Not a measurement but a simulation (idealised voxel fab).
process module | voxel gate over fins
cross-section cut | 160 nm wide | cells 5 nm
A cross-section is a grid of square cells, given in bands from the top down. A band is one or more rows of cells.
Each band's line starts with the height of the band's top and of its bottom, in nm. Then come its materials from left to right, each with its width in nm. One material with "throughout" fills the band from edge to edge. "air" is empty space.
Height 0 is the level under which the wafer as received is all one material. The lowest band goes on downwards, as in "0 down".
A width such as "30 to 40" changes by the same amount from each row of cells to the next, from the band's top row to its bottom row.
"no change" after a step means that no cell of the cross-section changed.
closed voids: empty space of 8 cells or more with no open way to the top, each as width x height at its distance from the left edge, in nm
after a step's settings: what the simulator itself notes on the step
overlay nm, on a step with a mask: how far to the right of its planned place the mask lay; to the left if negative
plan
1 op RECEIVE | material Si
2 op CONFORMAL_DEP | material SiN | thk nm 5
3 op DIRECTIONAL_DEP | material aC | thk nm 15
4 op PATTERN | tone cover | mask id FINS | material resist | width nm 15 | pitch nm 60 | thk nm 30 | overlay nm 0
5 op DIRECTIONAL_ETCH | etch materials aC | depth nm 15
6 op STRIP | etch materials resist
7 op DIRECTIONAL_ETCH | etch materials SiN | depth nm 5
8 op DIRECTIONAL_ETCH | etch materials Si | depth nm 40
9 op STRIP | etch materials aC
10 op OXIDIZE | depth nm 5
11 op FILL_DEP | material SiO2 | thk nm 10
12 op CMP | height nm 5
13 op DIRECTIONAL_DEP | material aC | thk nm 15
14 op PATTERN | tone open | mask id RAIL | material resist | width nm 15 | thk nm 35 | overlay nm 0
15 op DIRECTIONAL_ETCH | etch materials aC | depth nm 15
16 op STRIP | etch materials resist
17 op DIRECTIONAL_ETCH | etch materials SiO2 | depth nm 40
18 op STRIP | etch materials aC
19 op CONFORMAL_DEP | material TiN | thk nm 5
20 op FILL_DEP | material W | thk nm 5
21 op CMP | height nm 5
22 op SELECTIVE_ETCH | etch materials W Ru TiN | depth nm 20
23 op FILL_DEP | material SiO2 | thk nm 5
24 op CMP | height nm 5
25 op SELECTIVE_ETCH | etch materials SiO2 | depth nm 15
26 op STRIP | etch materials SiN
27 op CONFORMAL_DEP | material HfO2 | thk nm 5
28 op CONFORMAL_DEP | material TiN | thk nm 5
29 op CONFORMAL_DEP | material TiAl | thk nm 5
30 op CONFORMAL_DEP | material TiN | thk nm 5
31 op FILL_DEP | material W | thk nm 15
32 op CMP | height nm 30
33 op CONFORMAL_DEP | material SiCN | thk nm 10
first wafer, as planned
as received, after step 1
  0 down: Si throughout
  closed voids: none
after step 2
  5 to 0: SiN throughout
  below 0: unchanged
after step 3
  20 to 5: aC throughout
  below 5: unchanged
after step 4
  50 to 20: air 40 | resist 15 | air 45 | resist 15 | air 45
  below 20: unchanged
after step 5
  35 to 20: air 40 | resist 15 | air 45 | resist 15 | air 45
  20 to 5: air 40 | aC 15 | air 45 | aC 15 | air 45
  below 5: unchanged
after step 6
  20 to 5: air 40 | aC 15 | air 45 | aC 15 | air 45
  below 5: unchanged
after step 7
  20 to 5: air 40 | aC 15 | air 45 | aC 15 | air 45
  5 to 0: air 40 | SiN 15 | air 45 | SiN 15 | air 45
  below 0: unchanged
after step 8
  20 to 5: air 40 | aC 15 | air 45 | aC 15 | air 45
  5 to 0: air 40 | SiN 15 | air 45 | SiN 15 | air 45
  0 to -40: air 40 | Si 15 | air 45 | Si 15 | air 45
  below -40: unchanged
after step 9
  5 to 0: air 40 | SiN 15 | air 45 | SiN 15 | air 45
  below 0: unchanged
after step 10
  5 to 0: air 40 | SiN 15 | air 45 | SiN 15 | air 45
  0 to -40: air 40 | SiO2 5 | Si 5 | SiO2 5 | air 45 | SiO2 5 | Si 5 | SiO2 5 | air 45
  -40 to -45: SiO2 45 | Si 5 | SiO2 55 | Si 5 | SiO2 50
  below -45: unchanged
after step 11
  15 to 5: SiO2 throughout
  5 to 0: SiO2 40 | SiN 15 | SiO2 45 | SiN 15 | SiO2 45
  0 to -45: SiO2 45 | Si 5 | SiO2 55 | Si 5 | SiO2 50
  below -45: unchanged
after step 12
  5 to 0: SiO2 40 | SiN 15 | SiO2 45 | SiN 15 | SiO2 45
  below 0: unchanged
after step 13
  20 to 5: aC throughout
  below 5: unchanged
after step 14
  55 to 20: resist 70 | air 15 | resist 75
  below 20: unchanged
after step 15
  40 to 20: resist 70 | air 15 | resist 75
  20 to 5: aC 70 | air 15 | aC 75
  below 5: unchanged
after step 16
  20 to 5: aC 70 | air 15 | aC 75
  below 5: unchanged
after step 17
  20 to 5: aC 70 | air 15 | aC 75
  5 to 0: SiO2 40 | SiN 15 | SiO2 15 | air 15 | SiO2 15 | SiN 15 | SiO2 45
  0 to -35: SiO2 45 | Si 5 | SiO2 20 | air 15 | SiO2 20 | Si 5 | SiO2 50
  below -35: unchanged
after step 18
  5 to 0: SiO2 40 | SiN 15 | SiO2 15 | air 15 | SiO2 15 | SiN 15 | SiO2 45
  below 0: unchanged
after step 19
  10 to 5: TiN 75 | air 5 | TiN 80
  5 to 0: SiO2 40 | SiN 15 | SiO2 15 | TiN 5 | air 5 | TiN 5 | SiO2 15 | SiN 15 | SiO2 45
  0 to -30: SiO2 45 | Si 5 | SiO2 20 | TiN 5 | air 5 | TiN 5 | SiO2 20 | Si 5 | SiO2 50
  -30 to -35: SiO2 45 | Si 5 | SiO2 20 | TiN 15 | SiO2 20 | Si 5 | SiO2 50
  below -35: unchanged
after step 20
  15 to 10: W throughout
  10 to 5: TiN 75 | W 5 | TiN 80
  5 to 0: SiO2 40 | SiN 15 | SiO2 15 | TiN 5 | W 5 | TiN 5 | SiO2 15 | SiN 15 | SiO2 45
  0 to -30: SiO2 45 | Si 5 | SiO2 20 | TiN 5 | W 5 | TiN 5 | SiO2 20 | Si 5 | SiO2 50
  below -30: unchanged
after step 21
  5 to 0: SiO2 40 | SiN 15 | SiO2 15 | TiN 5 | W 5 | TiN 5 | SiO2 15 | SiN 15 | SiO2 45
  below 0: unchanged
after step 22
  5 to 0: SiO2 40 | SiN 15 | SiO2 15 | air 15 | SiO2 15 | SiN 15 | SiO2 45
  0 to -15: SiO2 45 | Si 5 | SiO2 20 | air 15 | SiO2 20 | Si 5 | SiO2 50
  below -15: unchanged
after step 23
  10 to 5: SiO2 throughout
  5 to 0: SiO2 40 | SiN 15 | SiO2 45 | SiN 15 | SiO2 45
  0 to -15: SiO2 45 | Si 5 | SiO2 55 | Si 5 | SiO2 50
  below -15: unchanged
after step 24
  5 to 0: SiO2 40 | SiN 15 | SiO2 45 | SiN 15 | SiO2 45
  below 0: unchanged
after step 25
  5 to 0: air 40 | SiN 15 | air 45 | SiN 15 | air 45
  0 to -10: air 45 | Si 5 | air 55 | Si 5 | air 50
  below -10: unchanged
after step 26
  0 to -10: air 45 | Si 5 | air 55 | Si 5 | air 50
  below -10: unchanged
after step 27
  5 to 0: air 40 | HfO2 15 | air 45 | HfO2 15 | air 45
  0 to -5: air 40 | HfO2 5 | Si 5 | HfO2 5 | air 45 | HfO2 5 | Si 5 | HfO2 5 | air 45
  -5 to -10: HfO2 45 | Si 5 | HfO2 55 | Si 5 | HfO2 50
  below -10: unchanged
after step 28
  10 to 5: air 35 | TiN 25 | air 35 | TiN 25 | air 40
  5 to 0: air 35 | TiN 5 | HfO2 15 | TiN 5 | air 35 | TiN 5 | HfO2 15 | TiN 5 | air 40
  0 to -5: TiN 40 | HfO2 5 | Si 5 | HfO2 5 | TiN 45 | HfO2 5 | Si 5 | HfO2 5 | TiN 45
  below -5: unchanged
after step 29
  15 to 10: air 30 | TiAl 35 | air 25 | TiAl 35 | air 35
  10 to 5: air 30 | TiAl 5 | TiN 25 | TiAl 5 | air 25 | TiAl 5 | TiN 25 | TiAl 5 | air 35
  5 to 0: TiAl 35 | TiN 5 | HfO2 15 | TiN 5 | TiAl 35 | TiN 5 | HfO2 15 | TiN 5 | TiAl 40
  below 0: unchanged
after step 30
  20 to 15: air 25 | TiN 45 | air 15 | TiN 45 | air 30
  15 to 10: air 25 | TiN 5 | TiAl 35 | TiN 5 | air 15 | TiN 5 | TiAl 35 | TiN 5 | air 30
  10 to 5: TiN 30 | TiAl 5 | TiN 25 | TiAl 5 | TiN 25 | TiAl 5 | TiN 25 | TiAl 5 | TiN 35
  below 5: unchanged
after step 31
  35 to 20: W throughout
  20 to 15: W 25 | TiN 45 | W 15 | TiN 45 | W 30
  15 to 10: W 25 | TiN 5 | TiAl 35 | TiN 5 | W 15 | TiN 5 | TiAl 35 | TiN 5 | W 30
  below 10: unchanged
after step 32
  30 to 20: W throughout
  below 20: unchanged
after step 33
  40 to 30: SiCN throughout
  below 30: unchanged
second wafer: like start, like plan, one mistake. Through step 3 it matches the first wafer
when step 4 should have ended
  50 to 20: air 35 | resist 25 | air 35 | resist 25 | air 40
  below 20: unchanged
when step 5 should have ended
  35 to 20: air 35 | resist 25 | air 35 | resist 25 | air 40
  20 to 5: air 35 | aC 25 | air 35 | aC 25 | air 40
  below 5: unchanged
when step 6 should have ended
  20 to 5: air 35 | aC 25 | air 35 | aC 25 | air 40
  below 5: unchanged
when step 7 should have ended
  20 to 5: air 35 | aC 25 | air 35 | aC 25 | air 40
  5 to 0: air 35 | SiN 25 | air 35 | SiN 25 | air 40
  below 0: unchanged
when step 8 should have ended
  20 to 5: air 35 | aC 25 | air 35 | aC 25 | air 40
  5 to 0: air 35 | SiN 25 | air 35 | SiN 25 | air 40
  0 to -40: air 35 | Si 25 | air 35 | Si 25 | air 40
  below -40: unchanged
when step 9 should have ended
  5 to 0: air 35 | SiN 25 | air 35 | SiN 25 | air 40
  below 0: unchanged
when step 10 should have ended
  5 to 0: air 35 | SiN 25 | air 35 | SiN 25 | air 40
  0 to -40: air 35 | SiO2 5 | Si 15 | SiO2 5 | air 35 | SiO2 5 | Si 15 | SiO2 5 | air 40
  -40 to -45: SiO2 40 | Si 15 | SiO2 45 | Si 15 | SiO2 45
  below -45: unchanged
when step 11 should have ended
  15 to 5: SiO2 throughout
  5 to 0: SiO2 35 | SiN 25 | SiO2 35 | SiN 25 | SiO2 40
  0 to -45: SiO2 40 | Si 15 | SiO2 45 | Si 15 | SiO2 45
  below -45: unchanged
when step 12 should have ended
  5 to 0: SiO2 35 | SiN 25 | SiO2 35 | SiN 25 | SiO2 40
  below 0: unchanged
when step 13 should have ended
  20 to 5: aC throughout
  below 5: unchanged
when step 14 should have ended
  55 to 20: resist 70 | air 15 | resist 75
  below 20: unchanged
when step 15 should have ended
  40 to 20: resist 70 | air 15 | resist 75
  20 to 5: aC 70 | air 15 | aC 75
  below 5: unchanged
when step 16 should have ended
  20 to 5: aC 70 | air 15 | aC 75
  below 5: unchanged
when step 17 should have ended
  20 to 5: aC 70 | air 15 | aC 75
  5 to 0: SiO2 35 | SiN 25 | SiO2 10 | air 15 | SiO2 10 | SiN 25 | SiO2 40
  0 to -35: SiO2 40 | Si 15 | SiO2 15 | air 15 | SiO2 15 | Si 15 | SiO2 45
  below -35: unchanged
when step 18 should have ended
  5 to 0: SiO2 35 | SiN 25 | SiO2 10 | air 15 | SiO2 10 | SiN 25 | SiO2 40
  below 0: unchanged
when step 19 should have ended
  10 to 5: TiN 75 | air 5 | TiN 80
  5 to 0: SiO2 35 | SiN 25 | SiO2 10 | TiN 5 | air 5 | TiN 5 | SiO2 10 | SiN 25 | SiO2 40
  0 to -30: SiO2 40 | Si 15 | SiO2 15 | TiN 5 | air 5 | TiN 5 | SiO2 15 | Si 15 | SiO2 45
  -30 to -35: SiO2 40 | Si 15 | SiO2 15 | TiN 15 | SiO2 15 | Si 15 | SiO2 45
  below -35: unchanged
when step 20 should have ended
  15 to 10: W throughout
  10 to 5: TiN 75 | W 5 | TiN 80
  5 to 0: SiO2 35 | SiN 25 | SiO2 10 | TiN 5 | W 5 | TiN 5 | SiO2 10 | SiN 25 | SiO2 40
  0 to -30: SiO2 40 | Si 15 | SiO2 15 | TiN 5 | W 5 | TiN 5 | SiO2 15 | Si 15 | SiO2 45
  below -30: unchanged
when step 21 should have ended
  5 to 0: SiO2 35 | SiN 25 | SiO2 10 | TiN 5 | W 5 | TiN 5 | SiO2 10 | SiN 25 | SiO2 40
  below 0: unchanged
when step 22 should have ended
  5 to 0: SiO2 35 | SiN 25 | SiO2 10 | air 15 | SiO2 10 | SiN 25 | SiO2 40
  0 to -15: SiO2 40 | Si 15 | SiO2 15 | air 15 | SiO2 15 | Si 15 | SiO2 45
  below -15: unchanged
when step 23 should have ended
  10 to 5: SiO2 throughout
  5 to 0: SiO2 35 | SiN 25 | SiO2 35 | SiN 25 | SiO2 40
  0 to -15: SiO2 40 | Si 15 | SiO2 45 | Si 15 | SiO2 45
  below -15: unchanged
when step 24 should have ended
  5 to 0: SiO2 35 | SiN 25 | SiO2 35 | SiN 25 | SiO2 40
  below 0: unchanged
when step 25 should have ended
  5 to 0: air 35 | SiN 25 | air 35 | SiN 25 | air 40
  0 to -10: air 40 | Si 15 | air 45 | Si 15 | air 45
  below -10: unchanged
when step 26 should have ended
  0 to -10: air 40 | Si 15 | air 45 | Si 15 | air 45
  below -10: unchanged
when step 27 should have ended
  5 to 0: air 35 | HfO2 25 | air 35 | HfO2 25 | air 40
  0 to -5: air 35 | HfO2 5 | Si 15 | HfO2 5 | air 35 | HfO2 5 | Si 15 | HfO2 5 | air 40
  -5 to -10: HfO2 40 | Si 15 | HfO2 45 | Si 15 | HfO2 45
  below -10: unchanged
when step 28 should have ended
  10 to 5: air 30 | TiN 35 | air 25 | TiN 35 | air 35
  5 to 0: air 30 | TiN 5 | HfO2 25 | TiN 5 | air 25 | TiN 5 | HfO2 25 | TiN 5 | air 35
  0 to -5: TiN 35 | HfO2 5 | Si 15 | HfO2 5 | TiN 35 | HfO2 5 | Si 15 | HfO2 5 | TiN 40
  below -5: unchanged
when step 29 should have ended
  15 to 10: air 25 | TiAl 45 | air 15 | TiAl 45 | air 30
  10 to 5: air 25 | TiAl 5 | TiN 35 | TiAl 5 | air 15 | TiAl 5 | TiN 35 | TiAl 5 | air 30
  5 to 0: TiAl 30 | TiN 5 | HfO2 25 | TiN 5 | TiAl 25 | TiN 5 | HfO2 25 | TiN 5 | TiAl 35
  below 0: unchanged
when step 30 should have ended
  20 to 15: air 20 | TiN 55 | air 5 | TiN 55 | air 25
  15 to 10: air 20 | TiN 5 | TiAl 45 | TiN 5 | air 5 | TiN 5 | TiAl 45 | TiN 5 | air 25
  10 to 5: TiN 25 | TiAl 5 | TiN 35 | TiAl 5 | TiN 15 | TiAl 5 | TiN 35 | TiAl 5 | TiN 30
  below 5: unchanged
when step 31 should have ended
  35 to 20: W throughout
  20 to 15: W 20 | TiN 55 | W 5 | TiN 55 | W 25
  15 to 10: W 20 | TiN 5 | TiAl 45 | TiN 5 | W 5 | TiN 5 | TiAl 45 | TiN 5 | W 25
  below 10: unchanged
when step 32 should have ended
  30 to 20: W throughout
  below 20: unchanged
when step 33 should have ended
  40 to 30: SiCN throughout
  below 30: unchanged
what went wrong: step 4 ran as: op PATTERN | tone cover | mask id FINS | material resist | width nm 25 | pitch nm 60 | thk nm 30 | overlay nm 0
at the end the second wafer has, in cells: 36 more of Si | 28 fewer of SiO2 | 8 fewer of W
